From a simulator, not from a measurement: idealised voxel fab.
The following process module bears the name voxel self aligned vias.
Shown is cross-section cut, with a width of 290 nm and square cells of size 5 nm.
Notation: cross-section as square-cell grid; stated in bands, top first, going down; one or more cell rows per band.
Per band: top height and bottom height in nm, followed by the left-to-right materials and their widths in nm; "all across" marks a single material spanning edge to edge, "blank" marks empty space.
Ref level 0: as-received wafer is one material below here. Bottom band extends down with no lower bound ("0 and below").
A two-number width, for instance "30..40", indicates that the width is equal to the first number in the top row of the band and to the second number in the bottom row, and that it changes by a constant amount per row of cells.
A step reported as "nothing changed" is a step in which no cell of the cross-section changed.
"Cavities, closed" - sealed voids, min. 8 cells, no opening to top; format: width x height at distance (distance from left edge; nm throughout).
Note: text after step settings on the step line = simulator remark on that step.
When a step includes a mask, the "overlay nm" setting on its line states how far to the right of its planned place that mask lay, and negative values state how far to the left.

## Steps planned for the process
1 RECEIVE | material Si
2 CONFORMAL_DEP | material SiO2 | thk nm 15
3 CONFORMAL_DEP | material SiCN | thk nm 5
4 DIRECTIONAL_DEP | material SiO2 | thk nm 30
5 PATTERN | tone open | mask id LINES | material resist | width nm 30 | pitch nm 60 | thk nm 20 | overlay nm 0
6 DIRECTIONAL_ETCH | etch materials SiO2 | depth nm 30
7 STRIP | etch materials resist
8 CONFORMAL_DEP | material TiN | thk nm 5
9 FILL_DEP | material Ru | thk nm 5
10 CMP | height nm 50
11 SELECTIVE_ETCH | etch materials W Ru TiN | depth nm 10
12 FILL_DEP | material SiN | thk nm 10
13 CMP | height nm 50
14 DIRECTIONAL_DEP | material SiO2 | thk nm 20
15 PATTERN | tone open | mask id VIAS | material resist | width nm 40 | pitch nm 60 | thk nm 20 | overlay nm 0
16 DIRECTIONAL_ETCH | etch materials SiO2 | depth nm 20
17 DIRECTIONAL_ETCH | etch materials SiN | depth nm 10
18 STRIP | etch materials resist
19 CONFORMAL_DEP | material TiN | thk nm 5
20 FILL_DEP | material Ru | thk nm 5
21 CMP | height nm 70
22 CONFORMAL_DEP | material SiN | thk nm 5

## First of two wafers - as planned

## Wafer as received: cross-section following step 1
* 0 and below  Si all across
* Cavities, closed: none

## Cross-sectional representation of the wafer at the conclusion of step 2
* 15 down to 0  SiO2 all across
* Note: structure below 0 unchanged.

## Cross-sectional representation of the wafer at the conclusion of step 3
* 20 down to 15  SiCN all across
* Note: structure below 15 unchanged.

## Cross-sectional representation of the wafer at the conclusion of step 4
* 50 down to 20  SiO2 all across
* Note: structure below 20 unchanged.

## Cross-sectional representation of the wafer at the conclusion of step 5
* 70 down to 50  resist=100, blank=30, resist=30, blank=30, resist=100
* Note: structure below 50 unchanged.

## Cross-sectional representation of the wafer at the conclusion of step 6
* 70 down to 50  resist=100, blank=30, resist=30, blank=30, resist=100
* 50 down to 20  SiO2=100, blank=30, SiO2=30, blank=30, SiO2=100
* Note: structure below 20 unchanged.

## Cross-sectional representation of the wafer at the conclusion of step 7
* 50 down to 20  SiO2=100, blank=30, SiO2=30, blank=30, SiO2=100
* Note: structure below 20 unchanged.

## Cross-sectional representation of the wafer at the conclusion of step 8
* 55 down to 50  TiN=105, blank=20, TiN=40, blank=20, TiN=105
* 50 down to 25  SiO2=100, TiN=5, blank=20, TiN=5, SiO2=30, TiN=5, blank=20, TiN=5, SiO2=100
* 25 down to 20  SiO2=100, TiN=30, SiO2=30, TiN=30, SiO2=100
* Note: structure below 20 unchanged.

## Cross-sectional representation of the wafer at the conclusion of step 9
* 60 down to 55  Ru all across
* 55 down to 50  TiN=105, Ru=20, TiN=40, Ru=20, TiN=105
* 50 down to 25  SiO2=100, TiN=5, Ru=20, TiN=5, SiO2=30, TiN=5, Ru=20, TiN=5, SiO2=100
* Note: structure below 25 unchanged.

## Cross-sectional representation of the wafer at the conclusion of step 10
* 50 down to 25  SiO2=100, TiN=5, Ru=20, TiN=5, SiO2=30, TiN=5, Ru=20, TiN=5, SiO2=100
* Note: structure below 25 unchanged.

## Cross-sectional representation of the wafer at the conclusion of step 11
* 50 down to 40  SiO2=100, blank=30, SiO2=30, blank=30, SiO2=100
* Note: structure below 40 unchanged.

## Cross-sectional representation of the wafer at the conclusion of step 12
* 60 down to 50  SiN all across
* 50 down to 40  SiO2=100, SiN=30, SiO2=30, SiN=30, SiO2=100
* Note: structure below 40 unchanged.

## Cross-sectional representation of the wafer at the conclusion of step 13
* 50 down to 40  SiO2=100, SiN=30, SiO2=30, SiN=30, SiO2=100
* Note: structure below 40 unchanged.

## Cross-sectional representation of the wafer at the conclusion of step 14
* 70 down to 50  SiO2 all across
* Note: structure below 50 unchanged.

## Cross-sectional representation of the wafer at the conclusion of step 15
* 90 down to 70  resist=95, blank=40, resist=20, blank=40, resist=95
* Note: structure below 70 unchanged.

## Cross-sectional representation of the wafer at the conclusion of step 16
* 90 down to 70  resist=95, blank=40, resist=20, blank=40, resist=95
* 70 down to 50  SiO2=95, blank=40, SiO2=20, blank=40, SiO2=95
* Note: structure below 50 unchanged.

## Cross-sectional representation of the wafer at the conclusion of step 17
* 90 down to 70  resist=95, blank=40, resist=20, blank=40, resist=95
* 70 down to 50  SiO2=95, blank=40, SiO2=20, blank=40, SiO2=95
* 50 down to 40  SiO2=100, blank=30, SiO2=30, blank=30, SiO2=100
* Note: structure below 40 unchanged.

## Cross-sectional representation of the wafer at the conclusion of step 18
* 70 down to 50  SiO2=95, blank=40, SiO2=20, blank=40, SiO2=95
* Note: structure below 50 unchanged.

## Cross-sectional representation of the wafer at the conclusion of step 19
* 75 down to 70  TiN=100, blank=30, TiN=30, blank=30, TiN=100
* 70 down to 55  SiO2=95, TiN=5, blank=30, TiN=5, SiO2=20, TiN=5, blank=30, TiN=5, SiO2=95
* 55 down to 45  SiO2=95..100, TiN=10..5, blank=20, TiN=10..5, SiO2=20..30, TiN=10..5, blank=20, TiN=10..5, SiO2=95..100
* 45 down to 40  SiO2=100, TiN=30, SiO2=30, TiN=30, SiO2=100
* Note: structure below 40 unchanged.

## Cross-sectional representation of the wafer at the conclusion of step 20
* 80 down to 75  Ru all across
* 75 down to 70  TiN=100, Ru=30, TiN=30, Ru=30, TiN=100
* 70 down to 55  SiO2=95, TiN=5, Ru=30, TiN=5, SiO2=20, TiN=5, Ru=30, TiN=5, SiO2=95
* 55 down to 45  SiO2=95..100, TiN=10..5, Ru=20, TiN=10..5, SiO2=20..30, TiN=10..5, Ru=20, TiN=10..5, SiO2=95..100
* Note: structure below 45 unchanged.

## Cross-sectional representation of the wafer at the conclusion of step 21
* 70 down to 55  SiO2=95, TiN=5, Ru=30, TiN=5, SiO2=20, TiN=5, Ru=30, TiN=5, SiO2=95
* Note: structure below 55 unchanged.

## Cross-sectional representation of the wafer at the conclusion of step 22
* 75 down to 70  SiN all across
* Note: structure below 70 unchanged.

## Second wafer - shared start and plan with the first - one error in running - same as the first up to step 15 inclusive

## Cross-section of the second wafer corresponding to the planned conclusion of step 16
* 90 down to 70  resist=95, blank=40, resist=20, blank=40, resist=95
* 70 down to 50  SiO2=95, blank=40, SiO2=20, blank=40, SiO2=95
* 50 down to 40  SiO2=95, blank=5, SiN=30, blank=5, SiO2=20, blank=5, SiN=30, blank=5, SiO2=95
* 40 down to 30  SiO2=95, blank=5, TiN=5, Ru=20, TiN=5, blank=5, SiO2=20, blank=5, TiN=5, Ru=20, TiN=5, blank=5, SiO2=95
* Note: structure below 30 unchanged.

## Cross-section of the second wafer corresponding to the planned conclusion of step 17
* 90 down to 70  resist=95, blank=40, resist=20, blank=40, resist=95
* 70 down to 40  SiO2=95, blank=40, SiO2=20, blank=40, SiO2=95
* Note: structure below 40 unchanged.

## Cross-section of the second wafer corresponding to the planned conclusion of step 18
* 70 down to 40  SiO2=95, blank=40, SiO2=20, blank=40, SiO2=95
* Note: structure below 40 unchanged.

## Cross-section of the second wafer corresponding to the planned conclusion of step 19
* 75 down to 70  TiN=100, blank=30, TiN=30, blank=30, TiN=100
* 70 down to 45  SiO2=95, TiN=5, blank=30, TiN=5, SiO2=20, TiN=5, blank=30, TiN=5, SiO2=95
* 45 down to 40  SiO2=95, TiN=40, SiO2=20, TiN=40, SiO2=95
* 40 down to 30  SiO2=95, TiN=10, Ru=20, TiN=10, SiO2=20, TiN=10, Ru=20, TiN=10, SiO2=95
* Note: structure below 30 unchanged.

## Cross-section of the second wafer corresponding to the planned conclusion of step 20
* 80 down to 75  Ru all across
* 75 down to 70  TiN=100, Ru=30, TiN=30, Ru=30, TiN=100
* 70 down to 45  SiO2=95, TiN=5, Ru=30, TiN=5, SiO2=20, TiN=5, Ru=30, TiN=5, SiO2=95
* Note: structure below 45 unchanged.

## Cross-section of the second wafer corresponding to the planned conclusion of step 21
* 70 down to 45  SiO2=95, TiN=5, Ru=30, TiN=5, SiO2=20, TiN=5, Ru=30, TiN=5, SiO2=95
* Note: structure below 45 unchanged.

## Cross-section of the second wafer corresponding to the planned conclusion of step 22
* 75 down to 70  SiN all across
* Note: structure below 70 unchanged.
Diagnosis: heads up, step 16 of the plan got done twice
Final wafer comparison in cells, second versus first, more or fewer per material: Ru +8 | SiO2 -16 | TiN +8
